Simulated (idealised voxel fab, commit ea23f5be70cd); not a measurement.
Herein follows the process module entitled voxel local oxidation.
Section cut is 240 nm wide and gridded with 5 nm square cells.
Throughout this document, each cross-section is represented as a grid of square cells and is presented as a sequence of bands enumerated from the top downward, where a band comprises one or more rows of cells.
In this notation a band is specified by the heights of its top and bottom, in that order and in nm, after which its materials appear from left to right, each paired with its width in nm. The word "edge to edge" attached to a single material means that material fills the band from edge to edge; the word "blank" stands for empty space.
The reference from which all heights are counted is 0, the level beneath which the as-received wafer is entirely one material; the lowest band, having no lower bound, proceeds downward and is written after the example "0 nm and below".
You'd read "30 to 40" like this: the band's top row of cells is as wide as the first number, its bottom row is as wide as the second, and going down, every row changes width by the same amount as the row before did.
"identical to before" (step): cross-section cells unchanged, all of them.
"closed voids" - sealed voids, min. 8 cells, no opening to top; format: width x height at distance (distance from left edge; nm throughout).
If you see something after the settings on a step's line, that's the simulator's own remark about that step.
overlay nm: step with mask; distance mask lay right of planned place; negative value = left of planned place.

Steps in the process plan:
- 1: RECEIVE,material Si
- 2: CONFORMAL_DEP,material SiO2,thk nm 5
- 3: CONFORMAL_DEP,material SiN,thk nm 10
- 4: DIRECTIONAL_DEP,material aC,thk nm 15
- 5: PATTERN,tone cover,mask id ACTIVE,material resist,width nm 115,thk nm 30,overlay nm 0
- 6: DIRECTIONAL_ETCH,etch materials aC,depth nm 15
- 7: STRIP,etch materials resist
- 8: DIRECTIONAL_ETCH,etch materials SiN,depth nm 10
- 9: STRIP,etch materials aC
- 10: SELECTIVE_ETCH,etch materials SiO2,depth nm 5
- 11: OXIDIZE,depth nm 10
- 12: STRIP,etch materials SiN

What follows covers the first of two wafers; it ran as planned:

Incoming wafer, cross-sectional view, post step 1:
	0 nm and below  Si edge to edge
	closed voids: none

The wafer, seen in cross-section, after step 2:
	5 nm to 0 nm  SiO2 edge to edge
	below 0: unchanged

The wafer, seen in cross-section, after step 3:
	15 nm to 5 nm  SiN edge to edge
	below 5: unchanged

The wafer, seen in cross-section, after step 4:
	30 nm to 15 nm  aC edge to edge
	below 15: unchanged

The wafer, seen in cross-section, after step 5:
	60 nm to 30 nm  blank (60), then resist (115), then blank (65)
	below 30: unchanged

The wafer, seen in cross-section, after step 6:
	45 nm to 30 nm  blank (60), then resist (115), then blank (65)
	30 nm to 15 nm  blank (60), then aC (115), then blank (65)
	below 15: unchanged

The wafer, seen in cross-section, after step 7:
	30 nm to 15 nm  blank (60), then aC (115), then blank (65)
	below 15: unchanged

The wafer, seen in cross-section, after step 8:
	30 nm to 15 nm  blank (60), then aC (115), then blank (65)
	15 nm to 5 nm  blank (60), then SiN (115), then blank (65)
	below 5: unchanged

The wafer, seen in cross-section, after step 9:
	15 nm to 5 nm  blank (60), then SiN (115), then blank (65)
	below 5: unchanged

The wafer, seen in cross-section, after step 10:
	15 nm to 5 nm  blank (60), then SiN (115), then blank (65)
	5 nm to 0 nm  blank (65), then SiO2 (105), then blank (70)
	below 0: unchanged

The wafer, seen in cross-section, after step 11:
	15 nm to 5 nm  blank (60), then SiN (115), then blank (65)
	5 nm to 0 nm  blank (65), then SiO2 (105), then blank (70)
	0 nm to -10 nm  SiO2 (75), then Si (85), then SiO2 (80)
	below -10: unchanged

The wafer, seen in cross-section, after step 12:
	5 nm to 0 nm  blank (65), then SiO2 (105), then blank (70)
	below 0: unchanged

Second of two: same start, same plan, one run error; steps up to and including 1 match the first:

Second wafer profile in section, at the moment step 2 of the plan was meant to be complete: identical to before

Second wafer profile in section, at the moment step 3 of the plan was meant to be complete:
	10 nm to 0 nm  SiN edge to edge
	below 0: unchanged

Second wafer profile in section, at the moment step 4 of the plan was meant to be complete:
	25 nm to 10 nm  aC edge to edge
	below 10: unchanged

Second wafer profile in section, at the moment step 5 of the plan was meant to be complete:
	55 nm to 25 nm  blank (60), then resist (115), then blank (65)
	below 25: unchanged

Second wafer profile in section, at the moment step 6 of the plan was meant to be complete:
	40 nm to 25 nm  blank (60), then resist (115), then blank (65)
	25 nm to 10 nm  blank (60), then aC (115), then blank (65)
	below 10: unchanged

Second wafer profile in section, at the moment step 7 of the plan was meant to be complete:
	25 nm to 10 nm  blank (60), then aC (115), then blank (65)
	below 10: unchanged

Second wafer profile in section, at the moment step 8 of the plan was meant to be complete:
	25 nm to 10 nm  blank (60), then aC (115), then blank (65)
	10 nm to 0 nm  blank (60), then SiN (115), then blank (65)
	below 0: unchanged

Second wafer profile in section, at the moment step 9 of the plan was meant to be complete:
	10 nm to 0 nm  blank (60), then SiN (115), then blank (65)
	below 0: unchanged

Second wafer profile in section, at the moment step 10 of the plan was meant to be complete: identical to before

Second wafer profile in section, at the moment step 11 of the plan was meant to be complete:
	10 nm to 0 nm  blank (60), then SiN (115), then blank (65)
	0 nm to -10 nm  SiO2 (70), then Si (95), then SiO2 (75)
	below -10: unchanged

Second wafer profile in section, at the moment step 12 of the plan was meant to be complete:
	0 nm to -10 nm  SiO2 (70), then Si (95), then SiO2 (75)
	below -10: unchanged
What was the processing mistake? step 2 of the plan got skipped, so it never ran
The second wafer ends with more or fewer cells of some materials than the first, per final count: Si +4, SiO2 -25
